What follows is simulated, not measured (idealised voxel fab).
Process module heading - voxel ribs on slabs
It is cross-section cut that appears here, measuring 290 nm in width, its square cells being 5 nm in size.
In this document a cross-section is written as a grid of square cells. It is given as a series of bands, listed from the top down, and a band is one or more rows of cells.
In this notation a band is specified by the heights of its top and bottom, in that order and in nm, after which its materials appear from left to right, each paired with its width in nm. The word "all across" attached to a single material means that material fills the band from edge to edge; the word "air" stands for empty space.
Note: height 0 marks the level under which the wafer is uniformly one material as received. Lowest band unbounded below, written "0 -> down".
When a width is written as two numbers, as in "30->40", the first number is the width in the top row of cells of the band and the second is the width in its bottom row, and the width changes by the same amount from each row to the next.
"same as before" (step): cross-section cells unchanged, all of them.
Enclosed cavity list: empty space of 8 cells or more with no open way to the top, each as width x height at its distance from the left edge, in nm
Formally, on a step line, whatever follows the settings is a remark that the simulator itself makes on the step.
"overlay nm" denotes, for a step that has a mask, the displacement of the mask to the right of its planned place, with negative values corresponding to the left.
[Set out below are the planned steps of the process]
- 1: RECEIVE with material Si
- 2: DIRECTIONAL_DEP with material SiO2, thk nm 25
- 3: DIRECTIONAL_DEP with material polySi, thk nm 25
- 4: PATTERN with tone cover, mask id RIB, material resist, width nm 30, thk nm 20, overlay nm 0
- 5: DIRECTIONAL_ETCH with etch materials polySi, depth nm 10
- 6: STRIP with etch materials resist
- 7: MASKED_ETCH with tone cover, mask id SLAB, width nm 90, etch materials polySi, depth nm 15, overlay nm 0
- 8: FILL_DEP with material SiO2, thk nm 25
- 9: CMP with height nm 70
- 10: DIRECTIONAL_DEP with material TiN, thk nm 5
- 11: MASKED_ETCH with tone cover, mask id HEATER, width nm 40, etch materials TiN, depth nm 5, overlay nm 0
- 12: CONFORMAL_DEP with material SiO2, thk nm 5
[First wafer out of two, processed as planned]
[Incoming wafer in cross-section (state: after step 1)]
* 0 -> down: Si all across
* Enclosed cavity list: none
[Cross-section: wafer state after step 2]
* 25 -> 0: SiO2 all across
* Beneath the level 0, the cross-section is identical to its previous state.
[Cross-section: wafer state after step 3]
* 50 -> 25: polySi all across
* Beneath the level 25, the cross-section is identical to its previous state.
[Cross-section: wafer state after step 4]
* 70 -> 50: air: 130 / resist: 30 / air: 130
* Beneath the level 50, the cross-section is identical to its previous state.
[Cross-section: wafer state after step 5]
* 70 -> 50: air: 130 / resist: 30 / air: 130
* 50 -> 40: air: 130 / polySi: 30 / air: 130
* Beneath the level 40, the cross-section is identical to its previous state.
[Cross-section: wafer state after step 6]
* 50 -> 40: air: 130 / polySi: 30 / air: 130
* Beneath the level 40, the cross-section is identical to its previous state.
[Cross-section: wafer state after step 7]
* 50 -> 40: air: 130 / polySi: 30 / air: 130
* 40 -> 25: air: 100 / polySi: 90 / air: 100
* Beneath the level 25, the cross-section is identical to its previous state.
[Cross-section: wafer state after step 8]
* 75 -> 50: SiO2 all across
* 50 -> 40: SiO2: 130 / polySi: 30 / SiO2: 130
* 40 -> 25: SiO2: 100 / polySi: 90 / SiO2: 100
* Beneath the level 25, the cross-section is identical to its previous state.
[Cross-section: wafer state after step 9]
* 70 -> 50: SiO2 all across
* Beneath the level 50, the cross-section is identical to its previous state.
[Cross-section: wafer state after step 10]
* 75 -> 70: TiN all across
* Beneath the level 70, the cross-section is identical to its previous state.
[Cross-section: wafer state after step 11]
* 75 -> 70: air: 125 / TiN: 40 / air: 125
* Beneath the level 70, the cross-section is identical to its previous state.
[Cross-section: wafer state after step 12]
* 80 -> 75: air: 120 / SiO2: 50 / air: 120
* 75 -> 70: SiO2: 125 / TiN: 40 / SiO2: 125
* Beneath the level 70, the cross-section is identical to its previous state.
[It is to be noted that the second wafer proceeded from the same initial state and according to the same plan as the first, although one mistake was committed in its execution; through step 3, inclusive, the two wafers share an identical history]
[Planned end of step 4: second wafer, cross-section]
* 70 -> 50: air: 120 / resist: 30 / air: 140
* Beneath the level 50, the cross-section is identical to its previous state.
[Planned end of step 5: second wafer, cross-section]
* 70 -> 50: air: 120 / resist: 30 / air: 140
* 50 -> 40: air: 120 / polySi: 30 / air: 140
* Beneath the level 40, the cross-section is identical to its previous state.
[Planned end of step 6: second wafer, cross-section]
* 50 -> 40: air: 120 / polySi: 30 / air: 140
* Beneath the level 40, the cross-section is identical to its previous state.
[Planned end of step 7: second wafer, cross-section]
* 50 -> 40: air: 120 / polySi: 30 / air: 140
* 40 -> 25: air: 100 / polySi: 90 / air: 100
* Beneath the level 25, the cross-section is identical to its previous state.
[Planned end of step 8: second wafer, cross-section]
* 75 -> 50: SiO2 all across
* 50 -> 40: SiO2: 120 / polySi: 30 / SiO2: 140
* 40 -> 25: SiO2: 100 / polySi: 90 / SiO2: 100
* Beneath the level 25, the cross-section is identical to its previous state.
[Planned end of step 9: second wafer, cross-section]
* 70 -> 50: SiO2 all across
* Beneath the level 50, the cross-section is identical to its previous state.
[Planned end of step 10: second wafer, cross-section]
* 75 -> 70: TiN all across
* Beneath the level 70, the cross-section is identical to its previous state.
[Planned end of step 11: second wafer, cross-section]
* 75 -> 70: air: 125 / TiN: 40 / air: 125
* Beneath the level 70, the cross-section is identical to its previous state.
[Planned end of step 12: second wafer, cross-section]
* 80 -> 75: air: 120 / SiO2: 50 / air: 120
* 75 -> 70: SiO2: 125 / TiN: 40 / SiO2: 125
* Beneath the level 70, the cross-section is identical to its previous state.
It is concluded that the wafer was processed incorrectly with respect to the plan, in that contrary to plan, step 4 was performed as PATTERN with tone cover, mask id RIB, material resist, width nm 30, thk nm 20, overlay nm -10
The concluding comparison shows that, measured in cells, each material is equally abundant on both wafers, albeit at different positions.
